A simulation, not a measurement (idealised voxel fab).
Proc. module: voxel self aligned contacts
Shown is cross-section cut, with a width of 185 nm and square cells of size 5 nm.
A cross-section in this document is a grid of square cells, and it is written down as bands, the top band listed before the ones below it; a band is made up of one or more rows of cells. For a band, the entry starts with two heights in nm, that of the top and then that of the bottom, and carries on with the band's materials in order from left to right, each alongside its width in nm; the word "full width" beside a single material means it fills the band edge to edge, and "empty" means empty space. Beneath 0, the wafer as received is one material, and that level is where height counting begins. The lowest band goes on downward without a bottom; it is written like "0..down". The two numbers in a width such as "30..40" mark its ends across the band: the first belongs to the top row of cells, the second to the bottom row, and from each row to the next the width moves by the same amount. "no change occurred", as given for a step, is the statement that not any cell of the cross-section underwent a change during that step. In "Unvented voids" the enclosed voids are listed, meaning empty spaces of 8 cells or larger without any opening to the top. The form is width x height at distance, distance from the left edge, units nm. That trailing text on a step's line, after the settings, is the simulator's own remark on the step. overlay nm: step with mask; distance mask lay right of planned place; negative value = left of planned place.
Process steps foreseen in the plan:
| 1 | op RECEIVE | material Si |
| 2 | op CONFORMAL_DEP | material SiO2 | thk nm 5 |
| 3 | op DIRECTIONAL_DEP | material polySi | thk nm 20 |
| 4 | op DIRECTIONAL_DEP | material SiN | thk nm 15 |
| 5 | op DIRECTIONAL_DEP | material aC | thk nm 10 |
| 6 | op PATTERN | tone cover | mask id GATE | material resist | width nm 20 | pitch nm 65 | thk nm 30 | overlay nm 0 |
| 7 | op DIRECTIONAL_ETCH | etch materials aC | depth nm 10 |
| 8 | op STRIP | etch materials resist |
| 9 | op DIRECTIONAL_ETCH | etch materials SiN | depth nm 15 |
| 10 | op DIRECTIONAL_ETCH | etch materials polySi | depth nm 20 |
| 11 | op STRIP | etch materials aC |
| 12 | op CONFORMAL_DEP | material SiN | thk nm 5 |
| 13 | op DIRECTIONAL_ETCH | etch materials SiN | depth nm 5 |
| 14 | op FILL_DEP | material SiO2 | thk nm 15 |
| 15 | op CMP | height nm 45 |
| 16 | op DIRECTIONAL_DEP | material aC | thk nm 15 |
| 17 | op PATTERN | tone open | mask id CONTACT | material resist | width nm 45 | thk nm 30 | overlay nm 0 |
| 18 | op DIRECTIONAL_ETCH | etch materials aC | depth nm 15 |
| 19 | op STRIP | etch materials resist |
| 20 | op DIRECTIONAL_ETCH | etch materials SiO2 | depth nm 45 |
| 21 | op STRIP | etch materials aC |
| 22 | op CONFORMAL_DEP | material TiN | thk nm 5 |
| 23 | op FILL_DEP | material W | thk nm 10 |
| 24 | op CMP | height nm 45 |
| 25 | op CONFORMAL_DEP | material SiCN | thk nm 5 |
All wafers enter the flow in the same state. The width nm at step 6 differs from wafer to wafer, and the plan gives the value for the first wafer.
The first of several wafers as received, shown in cross-section; this is its state after step 1:
- 0..down  Si full width
- Unvented voids: none
Here's the first of several wafers in cross-section, end of the module, after the last step, step 25:
- 50..45  SiCN full width
- 45..40  SiO2=70 | TiN=10 | W=25 | TiN=10 | SiO2=70
- 40..25  SiO2=45 | SiN=30 | TiN=5 | W=25 | TiN=5 | SiN=30 | SiO2=45
- 25..5  SiO2=45 | SiN=5 | polySi=20 | SiN=5 | TiN=5 | W=25 | TiN=5 | SiN=5 | polySi=20 | SiN=5 | SiO2=45
- 5..0  SiO2=75 | TiN=35 | SiO2=75
- 0..down  Si full width
- Unvented voids: none
A cross-section through the last wafer at the close of the module:
- 50..45  SiCN full width
- 45..40  SiO2=70 | TiN=45 | SiO2=70
- 40..25  SiO2=35 | SiN=55 | TiN=10 | SiN=55 | SiO2=30
- 25..5  SiO2=35 | SiN=5 | polySi=45 | SiN=5 | TiN=10 | SiN=5 | polySi=45 | SiN=5 | SiO2=30
- 5..0  SiO2=90 | TiN=10 | SiO2=85
- 0..down  Si full width
- Unvented voids: none
Per wafer, end of module: cells gained (+) or lost (-) per material since receipt, then closed voids:
width nm 20, +37 SiCN, +52 SiN, +184 SiO2, +25 TiN, +40 W, +32 polySi, Unvented voids: none
width nm 25, +37 SiCN, +58 SiN, +178 SiO2, +25 TiN, +32 W, +40 polySi, Unvented voids: none
width nm 30, +37 SiCN, +64 SiN, +172 SiO2, +25 TiN, +24 W, +48 polySi, Unvented voids: none
width nm 35, +37 SiCN, +70 SiN, +166 SiO2, +25 TiN, +16 W, +56 polySi, Unvented voids: none
width nm 40, +37 SiCN, +76 SiN, +160 SiO2, +25 TiN, +8 W, +64 polySi, Unvented voids: none
width nm 45, +37 SiCN, +82 SiN, +154 SiO2, +25 TiN, +72 polySi, Unvented voids: none
